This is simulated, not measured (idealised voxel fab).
process module | voxel transistor to metal
The cross-section shown here is cut; it is 285 nm wide and divided into square cells measuring 5 nm on a side.
Cross-section spec: square-cell grid; bands listed top down; each band is one or more rows. Basically the band line says how high the top is and how high the bottom is, in nm, and then what's in it from left to right, every material with its width in nm. Empty space shows up as "empty", and if a single material carries "full width" it runs the full band edge to edge. Heads up on the height convention: 0 is the point under which the incoming wafer is all one material, and the lowest band has no bottom, it just keeps going down, like "0 -> down". You'd read "30 to 40" like this: the band's top row of cells is as wide as the first number, its bottom row is as wide as the second, and going down, every row changes width by the same amount as the row before did. Any step labelled "no modifications" changed none of the cells in the cross-section. Listed in "Enclosed void entries": every empty space of 8 or more cells without an open way to the top. Form: width x height at distance, the distance being from the left edge, all in nm. Read whatever lies past the settings on a step's line as the simulator's own remark about the step. "overlay nm" on a masked step: distance the mask lay right of its planned place, negative for left.
[List of planned process steps]
| 1 | RECEIVE | material Si |
| 2 | CONFORMAL_DEP | material SiO2 | thk nm 5 |
| 3 | CONFORMAL_DEP | material SiN | thk nm 10 |
| 4 | PATTERN | tone cover | mask id ACTIVE | material resist | width nm 110 | pitch nm 135 | thk nm 20 | overlay nm 0 |
| 5 | DIRECTIONAL_ETCH | etch materials SiN | depth nm 10 |
| 6 | DIRECTIONAL_ETCH | etch materials SiO2 | depth nm 5 |
| 7 | DIRECTIONAL_ETCH | etch materials Si | depth nm 25 |
| 8 | STRIP | etch materials resist |
| 9 | FILL_DEP | material SiO2 | thk nm 5 |
| 10 | CMP | height nm 15 |
| 11 | SELECTIVE_ETCH | etch materials SiO2 | depth nm 5 |
| 12 | STRIP | etch materials SiN |
| 13 | SELECTIVE_ETCH | etch materials SiO2 | depth nm 5 |
| 14 | OXIDIZE | depth nm 5 |
| 15 | DIRECTIONAL_DEP | material polySi | thk nm 30 |
| 16 | DIRECTIONAL_DEP | material SiCN | thk nm 10 |
| 17 | MASKED_ETCH | tone cover | mask id GATE | width nm 20 | pitch nm 135 | etch materials SiCN | depth nm 20 | overlay nm 0 |
| 18 | MASKED_ETCH | tone cover | mask id GATE | width nm 20 | pitch nm 135 | etch materials polySi | depth nm 40 | overlay nm 0 |
| 19 | CONFORMAL_DEP | material SiO2 | thk nm 5 |
| 20 | DIRECTIONAL_ETCH | etch materials SiO2 | depth nm 5 |
| 21 | CONFORMAL_DEP | material SiN | thk nm 10 |
| 22 | DIRECTIONAL_ETCH | etch materials SiN | depth nm 10 |
| 23 | DIRECTIONAL_ETCH | etch materials SiO2 | depth nm 5 |
| 24 | EPI | material SiGe | thk nm 5 |
| 25 | FILL_DEP | material SiO2 | thk nm 5 |
| 26 | CMP | height nm 40 |
| 27 | DIRECTIONAL_DEP | material SiO2 | thk nm 15 |
| 28 | PATTERN | tone open | mask id CONTACT | material resist | width nm 30 | thk nm 20 | overlay nm 0 |
| 29 | DIRECTIONAL_ETCH | etch materials SiO2 | depth nm 55 |
| 30 | STRIP | etch materials resist |
| 31 | CONFORMAL_DEP | material TiN | thk nm 5 |
| 32 | FILL_DEP | material W | thk nm 5 |
| 33 | CMP | height nm 55 |
| 34 | DIRECTIONAL_DEP | material TiN | thk nm 5 |
| 35 | DIRECTIONAL_DEP | material Ru | thk nm 25 |
| 36 | PATTERN | tone cover | mask id METAL_1 | material resist | width nm 20 | thk nm 15 | overlay nm 0 |
| 37 | DIRECTIONAL_ETCH | etch materials Ru | depth nm 25 |
| 38 | DIRECTIONAL_ETCH | etch materials TiN | depth nm 5 |
| 39 | STRIP | etch materials resist |
| 40 | FILL_DEP | material SiO2 | thk nm 5 |
| 41 | CMP | height nm 85 |
| 42 | CONFORMAL_DEP | material SiCN | thk nm 5 |
[Shown in cross-section is the wafer as received, that is, as it stands after step 1]
> 0 -> down = Si full width
> Enclosed void entries: none
[Module complete, cross-section. Starting point and plan per above. One mistake made in running the module]
> 90 -> 85 = SiCN full width
> 85 -> 60 = SiO2 (30), then Ru (20), then SiO2 (50), then Ru (20), then SiO2 (45), then Ru (20), then SiO2 (50), then Ru (20), then SiO2 (30)
> 60 -> 55 = SiO2 (30), then TiN (20), then SiO2 (50), then TiN (20), then SiO2 (45), then TiN (20), then SiO2 (50), then TiN (20), then SiO2 (30)
> 55 -> 45 = SiO2 (30), then TiN (5), then W (20), then TiN (5), then SiO2 (30), then TiN (5), then W (20), then TiN (5), then SiO2 (45), then TiN (5), then W (20), then TiN (5), then SiO2 (30), then TiN (5), then W (20), then TiN (5), then SiO2 (30)
> 45 -> 40 = SiO2 (30), then TiN (5), then W (10), then TiN (15), then SiO2 (30), then TiN (15), then W (10), then TiN (5), then SiO2 (45), then TiN (5), then W (10), then TiN (15), then SiO2 (30), then TiN (15), then W (10), then TiN (5), then SiO2 (30)
> 40 -> 30 = SiO2 (30), then TiN (5), then W (10), then TiN (5), then SiN (10), then SiO2 (5), then SiCN (20), then SiO2 (5), then SiN (10), then TiN (5), then W (10), then TiN (5), then SiO2 (45), then TiN (5), then W (10), then TiN (5), then SiN (10), then SiO2 (5), then SiCN (20), then SiO2 (5), then SiN (10), then TiN (5), then W (10), then TiN (5), then SiO2 (30)
> 30 -> 5 = SiO2 (30), then TiN (5), then W (10), then TiN (5), then SiN (10), then SiO2 (5), then polySi (20), then SiO2 (5), then SiN (10), then TiN (5), then W (10), then TiN (5), then SiO2 (45), then TiN (5), then W (10), then TiN (5), then SiN (10), then SiO2 (5), then polySi (20), then SiO2 (5), then SiN (10), then TiN (5), then W (10), then TiN (5), then SiO2 (30)
> 5 -> 0 = SiO2 (20), then SiN (10), then TiN (20), then SiN (10), then SiO2 (5), then polySi (20), then SiO2 (5), then SiN (10), then TiN (20), then SiN (10), then SiO2 (25), then SiN (10), then TiN (20), then SiN (10), then SiO2 (5), then polySi (20), then SiO2 (5), then SiN (10), then TiN (20), then SiN (10), then SiO2 (20)
> 0 -> -5 = SiO2 (30), then SiGe (20), then SiO2 (50), then SiGe (20), then SiO2 (45), then SiGe (20), then SiO2 (50), then SiGe (20), then SiO2 (30)
> -5 -> -10 = SiO2 (25), then Si (100), then SiO2 (35), then Si (100), then SiO2 (25)
> -10 -> -25 = SiO2 (20), then Si (110), then SiO2 (25), then Si (110), then SiO2 (20)
> -25 -> down = Si full width
> Enclosed void entries: none
What went wrong in running the wafer? the plan's step 2 was left out and never carried out
